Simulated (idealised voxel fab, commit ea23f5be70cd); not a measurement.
Module name: voxel wiring stack (process module)
The cross-section shown here is cut; it is 250 nm wide and divided into square cells measuring 5 nm on a side.
Notation: cross-section as square-cell grid; stated in bands, top first, going down; one or more cell rows per band.
Read a band's entry like this: the first values are the height of its top and the height of its bottom in nm, and what follows is the sequence of materials from left to right, each with its width in nm. Note that "air" is empty space, and that a single material marked "throughout" reaches across the band from edge to edge.
Below 0: as-received wafer, all one material; heights counted from there. Lowest band: no bottom, goes on down, written "0..down".
Top row gets the first number, bottom row gets the second, and each row in between changes by the same step: that is how a band width like "30..40" works.
Where the words "stayed the same" appear for a step, the cross-section shows no cell changed by that step; every cell remained as before.
The label "Catalogued sealed voids" introduces a list of the empty spaces, 8 cells or larger, that have no open way up to the top; each entry in it reads width x height at distance, where the distance is taken from the left edge and all three are stated in nm.
Step line, after settings: the simulator's comment on this step.
The line of a step may include "overlay nm". On a step with a mask, this value is how far to the right of its planned place the mask lay. A negative value means the mask lay to the left.
# The process steps that were planned are listed below
1,RECEIVE: material Si
2,CONFORMAL_DEP: material SiO2, thk nm 10
3,DIRECTIONAL_DEP: material TiN, thk nm 5
4,DIRECTIONAL_DEP: material Ru, thk nm 20
5,DIRECTIONAL_DEP: material aC, thk nm 15
6,PATTERN: tone cover, mask id METAL_1, material resist, width nm 30, pitch nm 55, thk nm 30, overlay nm 0
7,DIRECTIONAL_ETCH: etch materials aC, depth nm 15
8,STRIP: etch materials resist
9,DIRECTIONAL_ETCH: etch materials Ru, depth nm 20
10,DIRECTIONAL_ETCH: etch materials TiN, depth nm 5
11,STRIP: etch materials aC
12,FILL_DEP: material SiO2, thk nm 5
13,CMP: height nm 35
14,CONFORMAL_DEP: material SiCN, thk nm 5
15,DIRECTIONAL_DEP: material SiO2, thk nm 10
16,PATTERN: tone open, mask id PLUG_1, material resist, width nm 15, pitch nm 55, thk nm 15, overlay nm 0
17,DIRECTIONAL_ETCH: etch materials SiO2, depth nm 10
18,DIRECTIONAL_ETCH: etch materials SiCN, depth nm 5
19,STRIP: etch materials resist
20,CONFORMAL_DEP: material TiN, thk nm 5
21,FILL_DEP: material W, thk nm 10
22,CMP: height nm 50
23,DIRECTIONAL_DEP: material TiN, thk nm 5
24,DIRECTIONAL_DEP: material W, thk nm 20
25,PATTERN: tone cover, mask id METAL_2, material resist, width nm 30, pitch nm 55, thk nm 15, overlay nm 0
26,DIRECTIONAL_ETCH: etch materials W, depth nm 20
27,DIRECTIONAL_ETCH: etch materials TiN, depth nm 5
28,STRIP: etch materials resist
29,CONFORMAL_DEP: material SiCN, thk nm 5
30,FILL_DEP: material SiO2, thk nm 10
31,CMP: height nm 75
32,CONFORMAL_DEP: material SiCN, thk nm 5
33,DIRECTIONAL_DEP: material SiO2, thk nm 30
34,DIRECTIONAL_DEP: material aC, thk nm 10
35,PATTERN: tone open, mask id METAL_3, material resist, width nm 30, pitch nm 55, thk nm 25, overlay nm 0
36,DIRECTIONAL_ETCH: etch materials aC, depth nm 10
37,STRIP: etch materials resist
38,DIRECTIONAL_ETCH: etch materials SiO2, depth nm 15
39,STRIP: etch materials aC
40,PATTERN: tone open, mask id METAL_3_HOLES, material resist, width nm 15, pitch nm 55, thk nm 15, overlay nm 0
41,DIRECTIONAL_ETCH: etch materials SiO2, depth nm 15
42,DIRECTIONAL_ETCH: etch materials SiCN, depth nm 5
43,STRIP: etch materials resist
44,CONFORMAL_DEP: material TiN, thk nm 5
45,FILL_DEP: material Cu, thk nm 10
46,CMP: height nm 110
47,CONFORMAL_DEP: material SiCN, thk nm 5
# First of two wafers, with the run carried out as planned
# As-received state of the wafer in cross-section, equivalent to post-step 1
> 0..down | Si throughout
> Catalogued sealed voids: none
# Upon completion of step 2, the wafer appears in cross-section as shown
> 10..0 | SiO2 throughout
> Anything lower than 0 is untouched.
# Upon completion of step 3, the wafer appears in cross-section as shown
> 15..10 | TiN throughout
> Anything lower than 10 is untouched.
# Upon completion of step 4, the wafer appears in cross-section as shown
> 35..15 | Ru throughout
> Anything lower than 15 is untouched.
# Upon completion of step 5, the wafer appears in cross-section as shown
> 50..35 | aC throughout
> Anything lower than 35 is untouched.
# Upon completion of step 6, the wafer appears in cross-section as shown
> 80..50 | air: 55; resist: 30; air: 25; resist: 30; air: 25; resist: 30; air: 55
> Anything lower than 50 is untouched.
# Upon completion of step 7, the wafer appears in cross-section as shown
> 65..50 | air: 55; resist: 30; air: 25; resist: 30; air: 25; resist: 30; air: 55
> 50..35 | air: 55; aC: 30; air: 25; aC: 30; air: 25; aC: 30; air: 55
> Anything lower than 35 is untouched.
# Upon completion of step 8, the wafer appears in cross-section as shown
> 50..35 | air: 55; aC: 30; air: 25; aC: 30; air: 25; aC: 30; air: 55
> Anything lower than 35 is untouched.
# Upon completion of step 9, the wafer appears in cross-section as shown
> 50..35 | air: 55; aC: 30; air: 25; aC: 30; air: 25; aC: 30; air: 55
> 35..15 | air: 55; Ru: 30; air: 25; Ru: 30; air: 25; Ru: 30; air: 55
> Anything lower than 15 is untouched.
# Upon completion of step 10, the wafer appears in cross-section as shown
> 50..35 | air: 55; aC: 30; air: 25; aC: 30; air: 25; aC: 30; air: 55
> 35..15 | air: 55; Ru: 30; air: 25; Ru: 30; air: 25; Ru: 30; air: 55
> 15..10 | air: 55; TiN: 30; air: 25; TiN: 30; air: 25; TiN: 30; air: 55
> Anything lower than 10 is untouched.
# Upon completion of step 11, the wafer appears in cross-section as shown
> 35..15 | air: 55; Ru: 30; air: 25; Ru: 30; air: 25; Ru: 30; air: 55
> Anything lower than 15 is untouched.
# Upon completion of step 12, the wafer appears in cross-section as shown
> 40..35 | SiO2 throughout
> 35..15 | SiO2: 55; Ru: 30; SiO2: 25; Ru: 30; SiO2: 25; Ru: 30; SiO2: 55
> 15..10 | SiO2: 55; TiN: 30; SiO2: 25; TiN: 30; SiO2: 25; TiN: 30; SiO2: 55
> Anything lower than 10 is untouched.
# Upon completion of step 13, the wafer appears in cross-section as shown
> 35..15 | SiO2: 55; Ru: 30; SiO2: 25; Ru: 30; SiO2: 25; Ru: 30; SiO2: 55
> Anything lower than 15 is untouched.
# Upon completion of step 14, the wafer appears in cross-section as shown
> 40..35 | SiCN throughout
> Anything lower than 35 is untouched.
# Upon completion of step 15, the wafer appears in cross-section as shown
> 50..40 | SiO2 throughout
> Anything lower than 40 is untouched.
# Upon completion of step 16, the wafer appears in cross-section as shown
> 65..50 | resist: 55; air: 15; resist: 40; air: 15; resist: 40; air: 15; resist: 70
> Anything lower than 50 is untouched.
# Upon completion of step 17, the wafer appears in cross-section as shown
> 65..50 | resist: 55; air: 15; resist: 40; air: 15; resist: 40; air: 15; resist: 70
> 50..40 | SiO2: 55; air: 15; SiO2: 40; air: 15; SiO2: 40; air: 15; SiO2: 70
> Anything lower than 40 is untouched.
# Upon completion of step 18, the wafer appears in cross-section as shown
> 65..50 | resist: 55; air: 15; resist: 40; air: 15; resist: 40; air: 15; resist: 70
> 50..40 | SiO2: 55; air: 15; SiO2: 40; air: 15; SiO2: 40; air: 15; SiO2: 70
> 40..35 | SiCN: 55; air: 15; SiCN: 40; air: 15; SiCN: 40; air: 15; SiCN: 70
> Anything lower than 35 is untouched.
# Upon completion of step 19, the wafer appears in cross-section as shown
> 50..40 | SiO2: 55; air: 15; SiO2: 40; air: 15; SiO2: 40; air: 15; SiO2: 70
> Anything lower than 40 is untouched.
# Upon completion of step 20, the wafer appears in cross-section as shown
> 55..50 | TiN: 60; air: 5; TiN: 50; air: 5; TiN: 50; air: 5; TiN: 75
> 50..40 | SiO2: 55; TiN: 5; air: 5; TiN: 5; SiO2: 40; TiN: 5; air: 5; TiN: 5; SiO2: 40; TiN: 5; air: 5; TiN: 5; SiO2: 70
> 40..35 | SiCN: 55; TiN: 15; SiCN: 40; TiN: 15; SiCN: 40; TiN: 15; SiCN: 70
> Anything lower than 35 is untouched.
# Upon completion of step 21, the wafer appears in cross-section as shown
> 65..55 | W throughout
> 55..50 | TiN: 60; W: 5; TiN: 50; W: 5; TiN: 50; W: 5; TiN: 75
> 50..40 | SiO2: 55; TiN: 5; W: 5; TiN: 5; SiO2: 40; TiN: 5; W: 5; TiN: 5; SiO2: 40; TiN: 5; W: 5; TiN: 5; SiO2: 70
> Anything lower than 40 is untouched.
# Upon completion of step 22, the wafer appears in cross-section as shown
> 50..40 | SiO2: 55; TiN: 5; W: 5; TiN: 5; SiO2: 40; TiN: 5; W: 5; TiN: 5; SiO2: 40; TiN: 5; W: 5; TiN: 5; SiO2: 70
> Anything lower than 40 is untouched.
# Upon completion of step 23, the wafer appears in cross-section as shown
> 55..50 | TiN throughout
> Anything lower than 50 is untouched.
# Upon completion of step 24, the wafer appears in cross-section as shown
> 75..55 | W throughout
> Anything lower than 55 is untouched.
# Upon completion of step 25, the wafer appears in cross-section as shown
> 90..75 | air: 55; resist: 30; air: 25; resist: 30; air: 25; resist: 30; air: 55
> Anything lower than 75 is untouched.
# Upon completion of step 26, the wafer appears in cross-section as shown
> 90..75 | air: 55; resist: 30; air: 25; resist: 30; air: 25; resist: 30; air: 55
> 75..55 | air: 55; W: 30; air: 25; W: 30; air: 25; W: 30; air: 55
> Anything lower than 55 is untouched.
# Upon completion of step 27, the wafer appears in cross-section as shown
> 90..75 | air: 55; resist: 30; air: 25; resist: 30; air: 25; resist: 30; air: 55
> 75..55 | air: 55; W: 30; air: 25; W: 30; air: 25; W: 30; air: 55
> 55..50 | air: 55; TiN: 30; air: 25; TiN: 30; air: 25; TiN: 30; air: 55
> Anything lower than 50 is untouched.
# Upon completion of step 28, the wafer appears in cross-section as shown
> 75..55 | air: 55; W: 30; air: 25; W: 30; air: 25; W: 30; air: 55
> Anything lower than 55 is untouched.
# Upon completion of step 29, the wafer appears in cross-section as shown
> 80..75 | air: 50; SiCN: 40; air: 15; SiCN: 40; air: 15; SiCN: 40; air: 50
> 75..55 | air: 50; SiCN: 5; W: 30; SiCN: 5; air: 15; SiCN: 5; W: 30; SiCN: 5; air: 15; SiCN: 5; W: 30; SiCN: 5; air: 50
> 55..50 | SiCN: 55; TiN: 30; SiCN: 25; TiN: 30; SiCN: 25; TiN: 30; SiCN: 55
> Anything lower than 50 is untouched.
# Upon completion of step 30, the wafer appears in cross-section as shown
> 90..80 | SiO2 throughout
> 80..75 | SiO2: 50; SiCN: 40; SiO2: 15; SiCN: 40; SiO2: 15; SiCN: 40; SiO2: 50
> 75..55 | SiO2: 50; SiCN: 5; W: 30; SiCN: 5; SiO2: 15; SiCN: 5; W: 30; SiCN: 5; SiO2: 15; SiCN: 5; W: 30; SiCN: 5; SiO2: 50
> Anything lower than 55 is untouched.
# Upon completion of step 31, the wafer appears in cross-section as shown
> 75..55 | SiO2: 50; SiCN: 5; W: 30; SiCN: 5; SiO2: 15; SiCN: 5; W: 30; SiCN: 5; SiO2: 15; SiCN: 5; W: 30; SiCN: 5; SiO2: 50
> Anything lower than 55 is untouched.
# Upon completion of step 32, the wafer appears in cross-section as shown
> 80..75 | SiCN throughout
> Anything lower than 75 is untouched.
# Upon completion of step 33, the wafer appears in cross-section as shown
> 110..80 | SiO2 throughout
> Anything lower than 80 is untouched.
# Upon completion of step 34, the wafer appears in cross-section as shown
> 120..110 | aC throughout
> Anything lower than 110 is untouched.
# Upon completion of step 35, the wafer appears in cross-section as shown
> 145..120 | resist: 55; air: 30; resist: 25; air: 30; resist: 25; air: 30; resist: 55
> Anything lower than 120 is untouched.
# Upon completion of step 36, the wafer appears in cross-section as shown
> 135..120 | resist: 55; air: 30; resist: 25; air: 30; resist: 25; air: 30; resist: 55
> 120..110 | aC: 55; air: 30; aC: 25; air: 30; aC: 25; air: 30; aC: 55
> Anything lower than 110 is untouched.
# Upon completion of step 37, the wafer appears in cross-section as shown
> 120..110 | aC: 55; air: 30; aC: 25; air: 30; aC: 25; air: 30; aC: 55
> Anything lower than 110 is untouched.
# Upon completion of step 38, the wafer appears in cross-section as shown
> 120..110 | aC: 55; air: 30; aC: 25; air: 30; aC: 25; air: 30; aC: 55
> 110..95 | SiO2: 55; air: 30; SiO2: 25; air: 30; SiO2: 25; air: 30; SiO2: 55
> Anything lower than 95 is untouched.
# Upon completion of step 39, the wafer appears in cross-section as shown
> 110..95 | SiO2: 55; air: 30; SiO2: 25; air: 30; SiO2: 25; air: 30; SiO2: 55
> Anything lower than 95 is untouched.
# Upon completion of step 40, the wafer appears in cross-section as shown
> 125..110 | resist: 55; air: 15; resist: 40; air: 15; resist: 40; air: 15; resist: 70
> 110..95 | SiO2: 55; air: 15; resist: 15; SiO2: 25; air: 15; resist: 15; SiO2: 25; air: 15; resist: 15; SiO2: 55
> Anything lower than 95 is untouched.
# Upon completion of step 41, the wafer appears in cross-section as shown
> 125..110 | resist: 55; air: 15; resist: 40; air: 15; resist: 40; air: 15; resist: 70
> 110..95 | SiO2: 55; air: 15; resist: 15; SiO2: 25; air: 15; resist: 15; SiO2: 25; air: 15; resist: 15; SiO2: 55
> 95..80 | SiO2: 55; air: 15; SiO2: 40; air: 15; SiO2: 40; air: 15; SiO2: 70
> Anything lower than 80 is untouched.
# Upon completion of step 42, the wafer appears in cross-section as shown
> 125..110 | resist: 55; air: 15; resist: 40; air: 15; resist: 40; air: 15; resist: 70
> 110..95 | SiO2: 55; air: 15; resist: 15; SiO2: 25; air: 15; resist: 15; SiO2: 25; air: 15; resist: 15; SiO2: 55
> 95..80 | SiO2: 55; air: 15; SiO2: 40; air: 15; SiO2: 40; air: 15; SiO2: 70
> 80..75 | SiCN: 55; air: 15; SiCN: 40; air: 15; SiCN: 40; air: 15; SiCN: 70
> Anything lower than 75 is untouched.
# Upon completion of step 43, the wafer appears in cross-section as shown
> 110..95 | SiO2: 55; air: 30; SiO2: 25; air: 30; SiO2: 25; air: 30; SiO2: 55
> Anything lower than 95 is untouched.
# Upon completion of step 44, the wafer appears in cross-section as shown
> 115..110 | TiN: 60; air: 20; TiN: 35; air: 20; TiN: 35; air: 20; TiN: 60
> 110..100 | SiO2: 55; TiN: 5; air: 20; TiN: 5; SiO2: 25; TiN: 5; air: 20; TiN: 5; SiO2: 25; TiN: 5; air: 20; TiN: 5; SiO2: 55
> 100..95 | SiO2: 55; TiN: 5; air: 5; TiN: 20; SiO2: 25; TiN: 5; air: 5; TiN: 20; SiO2: 25; TiN: 5; air: 5; TiN: 20; SiO2: 55
> 95..80 | SiO2: 55; TiN: 5; air: 5; TiN: 5; SiO2: 40; TiN: 5; air: 5; TiN: 5; SiO2: 40; TiN: 5; air: 5; TiN: 5; SiO2: 70
> 80..75 | SiCN: 55; TiN: 15; SiCN: 40; TiN: 15; SiCN: 40; TiN: 15; SiCN: 70
> Anything lower than 75 is untouched.
# Upon completion of step 45, the wafer appears in cross-section as shown
> 125..115 | Cu throughout
> 115..110 | TiN: 60; Cu: 20; TiN: 35; Cu: 20; TiN: 35; Cu: 20; TiN: 60
> 110..100 | SiO2: 55; TiN: 5; Cu: 20; TiN: 5; SiO2: 25; TiN: 5; Cu: 20; TiN: 5; SiO2: 25; TiN: 5; Cu: 20; TiN: 5; SiO2: 55
> 100..95 | SiO2: 55; TiN: 5; Cu: 5; TiN: 20; SiO2: 25; TiN: 5; Cu: 5; TiN: 20; SiO2: 25; TiN: 5; Cu: 5; TiN: 20; SiO2: 55
> 95..80 | SiO2: 55; TiN: 5; Cu: 5; TiN: 5; SiO2: 40; TiN: 5; Cu: 5; TiN: 5; SiO2: 40; TiN: 5; Cu: 5; TiN: 5; SiO2: 70
> Anything lower than 80 is untouched.
# Upon completion of step 46, the wafer appears in cross-section as shown
> 110..100 | SiO2: 55; TiN: 5; Cu: 20; TiN: 5; SiO2: 25; TiN: 5; Cu: 20; TiN: 5; SiO2: 25; TiN: 5; Cu: 20; TiN: 5; SiO2: 55
> Anything lower than 100 is untouched.
# Upon completion of step 47, the wafer appears in cross-section as shown
> 115..110 | SiCN throughout
> Anything lower than 110 is untouched.
# Second wafer, same starting conditions and recipe as the first, one mistake in executing it, nothing differs from the first up to and including step 5
# Cross-section of the second wafer at the time by which step 6 should have been completed according to the plan
> 80..50 | air: 60; resist: 25; air: 30; resist: 25; air: 30; resist: 25; air: 55
> Anything lower than 50 is untouched.
# Cross-section of the second wafer at the time by which step 7 should have been completed according to the plan
> 65..50 | air: 60; resist: 25; air: 30; resist: 25; air: 30; resist: 25; air: 55
> 50..35 | air: 60; aC: 25; air: 30; aC: 25; air: 30; aC: 25; air: 55
> Anything lower than 35 is untouched.
# Cross-section of the second wafer at the time by which step 8 should have been completed according to the plan
> 50..35 | air: 60; aC: 25; air: 30; aC: 25; air: 30; aC: 25; air: 55
> Anything lower than 35 is untouched.
# Cross-section of the second wafer at the time by which step 9 should have been completed according to the plan
> 50..35 | air: 60; aC: 25; air: 30; aC: 25; air: 30; aC: 25; air: 55
> 35..15 | air: 60; Ru: 25; air: 30; Ru: 25; air: 30; Ru: 25; air: 55
> Anything lower than 15 is untouched.
# Cross-section of the second wafer at the time by which step 10 should have been completed according to the plan
> 50..35 | air: 60; aC: 25; air: 30; aC: 25; air: 30; aC: 25; air: 55
> 35..15 | air: 60; Ru: 25; air: 30; Ru: 25; air: 30; Ru: 25; air: 55
> 15..10 | air: 60; TiN: 25; air: 30; TiN: 25; air: 30; TiN: 25; air: 55
> Anything lower than 10 is untouched.
# Cross-section of the second wafer at the time by which step 11 should have been completed according to the plan
> 35..15 | air: 60; Ru: 25; air: 30; Ru: 25; air: 30; Ru: 25; air: 55
> Anything lower than 15 is untouched.
# Cross-section of the second wafer at the time by which step 12 should have been completed according to the plan
> 40..35 | SiO2 throughout
> 35..15 | SiO2: 60; Ru: 25; SiO2: 30; Ru: 25; SiO2: 30; Ru: 25; SiO2: 55
> 15..10 | SiO2: 60; TiN: 25; SiO2: 30; TiN: 25; SiO2: 30; TiN: 25; SiO2: 55
> Anything lower than 10 is untouched.
# Cross-section of the second wafer at the time by which step 13 should have been completed according to the plan
> 35..15 | SiO2: 60; Ru: 25; SiO2: 30; Ru: 25; SiO2: 30; Ru: 25; SiO2: 55
> Anything lower than 15 is untouched.
# Cross-section of the second wafer at the time by which step 14 should have been completed according to the plan
> 40..35 | SiCN throughout
> Anything lower than 35 is untouched.
# Cross-section of the second wafer at the time by which step 15 should have been completed according to the plan
> 50..40 | SiO2 throughout
> Anything lower than 40 is untouched.
# Cross-section of the second wafer at the time by which step 16 should have been completed according to the plan
> 65..50 | resist: 55; air: 15; resist: 40; air: 15; resist: 40; air: 15; resist: 70
> Anything lower than 50 is untouched.
# Cross-section of the second wafer at the time by which step 17 should have been completed according to the plan
> 65..50 | resist: 55; air: 15; resist: 40; air: 15; resist: 40; air: 15; resist: 70
> 50..40 | SiO2: 55; air: 15; SiO2: 40; air: 15; SiO2: 40; air: 15; SiO2: 70
> Anything lower than 40 is untouched.
# Cross-section of the second wafer at the time by which step 18 should have been completed according to the plan
> 65..50 | resist: 55; air: 15; resist: 40; air: 15; resist: 40; air: 15; resist: 70
> 50..40 | SiO2: 55; air: 15; SiO2: 40; air: 15; SiO2: 40; air: 15; SiO2: 70
> 40..35 | SiCN: 55; air: 15; SiCN: 40; air: 15; SiCN: 40; air: 15; SiCN: 70
> Anything lower than 35 is untouched.
# Cross-section of the second wafer at the time by which step 19 should have been completed according to the plan
> 50..40 | SiO2: 55; air: 15; SiO2: 40; air: 15; SiO2: 40; air: 15; SiO2: 70
> Anything lower than 40 is untouched.
# Cross-section of the second wafer at the time by which step 20 should have been completed according to the plan
> 55..50 | TiN: 60; air: 5; TiN: 50; air: 5; TiN: 50; air: 5; TiN: 75
> 50..40 | SiO2: 55; TiN: 5; air: 5; TiN: 5; SiO2: 40; TiN: 5; air: 5; TiN: 5; SiO2: 40; TiN: 5; air: 5; TiN: 5; SiO2: 70
> 40..35 | SiCN: 55; TiN: 15; SiCN: 40; TiN: 15; SiCN: 40; TiN: 15; SiCN: 70
> Anything lower than 35 is untouched.
# Cross-section of the second wafer at the time by which step 21 should have been completed according to the plan
> 65..55 | W throughout
> 55..50 | TiN: 60; W: 5; TiN: 50; W: 5; TiN: 50; W: 5; TiN: 75
> 50..40 | SiO2: 55; TiN: 5; W: 5; TiN: 5; SiO2: 40; TiN: 5; W: 5; TiN: 5; SiO2: 40; TiN: 5; W: 5; TiN: 5; SiO2: 70
> Anything lower than 40 is untouched.
# Cross-section of the second wafer at the time by which step 22 should have been completed according to the plan
> 50..40 | SiO2: 55; TiN: 5; W: 5; TiN: 5; SiO2: 40; TiN: 5; W: 5; TiN: 5; SiO2: 40; TiN: 5; W: 5; TiN: 5; SiO2: 70
> Anything lower than 40 is untouched.
# Cross-section of the second wafer at the time by which step 23 should have been completed according to the plan
> 55..50 | TiN throughout
> Anything lower than 50 is untouched.
# Cross-section of the second wafer at the time by which step 24 should have been completed according to the plan
> 75..55 | W throughout
> Anything lower than 55 is untouched.
# Cross-section of the second wafer at the time by which step 25 should have been completed according to the plan
> 90..75 | air: 55; resist: 30; air: 25; resist: 30; air: 25; resist: 30; air: 55
> Anything lower than 75 is untouched.
# Cross-section of the second wafer at the time by which step 26 should have been completed according to the plan
> 90..75 | air: 55; resist: 30; air: 25; resist: 30; air: 25; resist: 30; air: 55
> 75..55 | air: 55; W: 30; air: 25; W: 30; air: 25; W: 30; air: 55
> Anything lower than 55 is untouched.
# Cross-section of the second wafer at the time by which step 27 should have been completed according to the plan
> 90..75 | air: 55; resist: 30; air: 25; resist: 30; air: 25; resist: 30; air: 55
> 75..55 | air: 55; W: 30; air: 25; W: 30; air: 25; W: 30; air: 55
> 55..50 | air: 55; TiN: 30; air: 25; TiN: 30; air: 25; TiN: 30; air: 55
> Anything lower than 50 is untouched.
# Cross-section of the second wafer at the time by which step 28 should have been completed according to the plan
> 75..55 | air: 55; W: 30; air: 25; W: 30; air: 25; W: 30; air: 55
> Anything lower than 55 is untouched.
# Cross-section of the second wafer at the time by which step 29 should have been completed according to the plan
> 80..75 | air: 50; SiCN: 40; air: 15; SiCN: 40; air: 15; SiCN: 40; air: 50
> 75..55 | air: 50; SiCN: 5; W: 30; SiCN: 5; air: 15; SiCN: 5; W: 30; SiCN: 5; air: 15; SiCN: 5; W: 30; SiCN: 5; air: 50
> 55..50 | SiCN: 55; TiN: 30; SiCN: 25; TiN: 30; SiCN: 25; TiN: 30; SiCN: 55
> Anything lower than 50 is untouched.
# Cross-section of the second wafer at the time by which step 30 should have been completed according to the plan
> 90..80 | SiO2 throughout
> 80..75 | SiO2: 50; SiCN: 40; SiO2: 15; SiCN: 40; SiO2: 15; SiCN: 40; SiO2: 50
> 75..55 | SiO2: 50; SiCN: 5; W: 30; SiCN: 5; SiO2: 15; SiCN: 5; W: 30; SiCN: 5; SiO2: 15; SiCN: 5; W: 30; SiCN: 5; SiO2: 50
> Anything lower than 55 is untouched.
# Cross-section of the second wafer at the time by which step 31 should have been completed according to the plan
> 75..55 | SiO2: 50; SiCN: 5; W: 30; SiCN: 5; SiO2: 15; SiCN: 5; W: 30; SiCN: 5; SiO2: 15; SiCN: 5; W: 30; SiCN: 5; SiO2: 50
> Anything lower than 55 is untouched.
# Cross-section of the second wafer at the time by which step 32 should have been completed according to the plan
> 80..75 | SiCN throughout
> Anything lower than 75 is untouched.
# Cross-section of the second wafer at the time by which step 33 should have been completed according to the plan
> 110..80 | SiO2 throughout
> Anything lower than 80 is untouched.
# Cross-section of the second wafer at the time by which step 34 should have been completed according to the plan
> 120..110 | aC throughout
> Anything lower than 110 is untouched.
# Cross-section of the second wafer at the time by which step 35 should have been completed according to the plan
> 145..120 | resist: 55; air: 30; resist: 25; air: 30; resist: 25; air: 30; resist: 55
> Anything lower than 120 is untouched.
# Cross-section of the second wafer at the time by which step 36 should have been completed according to the plan
> 135..120 | resist: 55; air: 30; resist: 25; air: 30; resist: 25; air: 30; resist: 55
> 120..110 | aC: 55; air: 30; aC: 25; air: 30; aC: 25; air: 30; aC: 55
> Anything lower than 110 is untouched.
# Cross-section of the second wafer at the time by which step 37 should have been completed according to the plan
> 120..110 | aC: 55; air: 30; aC: 25; air: 30; aC: 25; air: 30; aC: 55
> Anything lower than 110 is untouched.
# Cross-section of the second wafer at the time by which step 38 should have been completed according to the plan
> 120..110 | aC: 55; air: 30; aC: 25; air: 30; aC: 25; air: 30; aC: 55
> 110..95 | SiO2: 55; air: 30; SiO2: 25; air: 30; SiO2: 25; air: 30; SiO2: 55
> Anything lower than 95 is untouched.
# Cross-section of the second wafer at the time by which step 39 should have been completed according to the plan
> 110..95 | SiO2: 55; air: 30; SiO2: 25; air: 30; SiO2: 25; air: 30; SiO2: 55
> Anything lower than 95 is untouched.
# Cross-section of the second wafer at the time by which step 40 should have been completed according to the plan
> 125..110 | resist: 55; air: 15; resist: 40; air: 15; resist: 40; air: 15; resist: 70
> 110..95 | SiO2: 55; air: 15; resist: 15; SiO2: 25; air: 15; resist: 15; SiO2: 25; air: 15; resist: 15; SiO2: 55
> Anything lower than 95 is untouched.
# Cross-section of the second wafer at the time by which step 41 should have been completed according to the plan
> 125..110 | resist: 55; air: 15; resist: 40; air: 15; resist: 40; air: 15; resist: 70
> 110..95 | SiO2: 55; air: 15; resist: 15; SiO2: 25; air: 15; resist: 15; SiO2: 25; air: 15; resist: 15; SiO2: 55
> 95..80 | SiO2: 55; air: 15; SiO2: 40; air: 15; SiO2: 40; air: 15; SiO2: 70
> Anything lower than 80 is untouched.
# Cross-section of the second wafer at the time by which step 42 should have been completed according to the plan
> 125..110 | resist: 55; air: 15; resist: 40; air: 15; resist: 40; air: 15; resist: 70
> 110..95 | SiO2: 55; air: 15; resist: 15; SiO2: 25; air: 15; resist: 15; SiO2: 25; air: 15; resist: 15; SiO2: 55
> 95..80 | SiO2: 55; air: 15; SiO2: 40; air: 15; SiO2: 40; air: 15; SiO2: 70
> 80..75 | SiCN: 55; air: 15; SiCN: 40; air: 15; SiCN: 40; air: 15; SiCN: 70
> Anything lower than 75 is untouched.
# Cross-section of the second wafer at the time by which step 43 should have been completed according to the plan
> 110..95 | SiO2: 55; air: 30; SiO2: 25; air: 30; SiO2: 25; air: 30; SiO2: 55
> Anything lower than 95 is untouched.
# Cross-section of the second wafer at the time by which step 44 should have been completed according to the plan
> 115..110 | TiN: 60; air: 20; TiN: 35; air: 20; TiN: 35; air: 20; TiN: 60
> 110..100 | SiO2: 55; TiN: 5; air: 20; TiN: 5; SiO2: 25; TiN: 5; air: 20; TiN: 5; SiO2: 25; TiN: 5; air: 20; TiN: 5; SiO2: 55
> 100..95 | SiO2: 55; TiN: 5; air: 5; TiN: 20; SiO2: 25; TiN: 5; air: 5; TiN: 20; SiO2: 25; TiN: 5; air: 5; TiN: 20; SiO2: 55
> 95..80 | SiO2: 55; TiN: 5; air: 5; TiN: 5; SiO2: 40; TiN: 5; air: 5; TiN: 5; SiO2: 40; TiN: 5; air: 5; TiN: 5; SiO2: 70
> 80..75 | SiCN: 55; TiN: 15; SiCN: 40; TiN: 15; SiCN: 40; TiN: 15; SiCN: 70
> Anything lower than 75 is untouched.
# Cross-section of the second wafer at the time by which step 45 should have been completed according to the plan
> 125..115 | Cu throughout
> 115..110 | TiN: 60; Cu: 20; TiN: 35; Cu: 20; TiN: 35; Cu: 20; TiN: 60
> 110..100 | SiO2: 55; TiN: 5; Cu: 20; TiN: 5; SiO2: 25; TiN: 5; Cu: 20; TiN: 5; SiO2: 25; TiN: 5; Cu: 20; TiN: 5; SiO2: 55
> 100..95 | SiO2: 55; TiN: 5; Cu: 5; TiN: 20; SiO2: 25; TiN: 5; Cu: 5; TiN: 20; SiO2: 25; TiN: 5; Cu: 5; TiN: 20; SiO2: 55
> 95..80 | SiO2: 55; TiN: 5; Cu: 5; TiN: 5; SiO2: 40; TiN: 5; Cu: 5; TiN: 5; SiO2: 40; TiN: 5; Cu: 5; TiN: 5; SiO2: 70
> Anything lower than 80 is untouched.
# Cross-section of the second wafer at the time by which step 46 should have been completed according to the plan
> 110..100 | SiO2: 55; TiN: 5; Cu: 20; TiN: 5; SiO2: 25; TiN: 5; Cu: 20; TiN: 5; SiO2: 25; TiN: 5; Cu: 20; TiN: 5; SiO2: 55
> Anything lower than 100 is untouched.
# Cross-section of the second wafer at the time by which step 47 should have been completed according to the plan
> 115..110 | SiCN throughout
> Anything lower than 110 is untouched.
Misprocessing identified: step 6 off recipe, ran as PATTERN: tone cover, mask id METAL_1, material resist, width nm 25, pitch nm 55, thk nm 30, overlay nm 0
Bottom line after processing is that, in cells, the second wafer is up or down on some materials versus the first: 12 fewer of Ru; 15 more of SiO2; 3 fewer of TiN
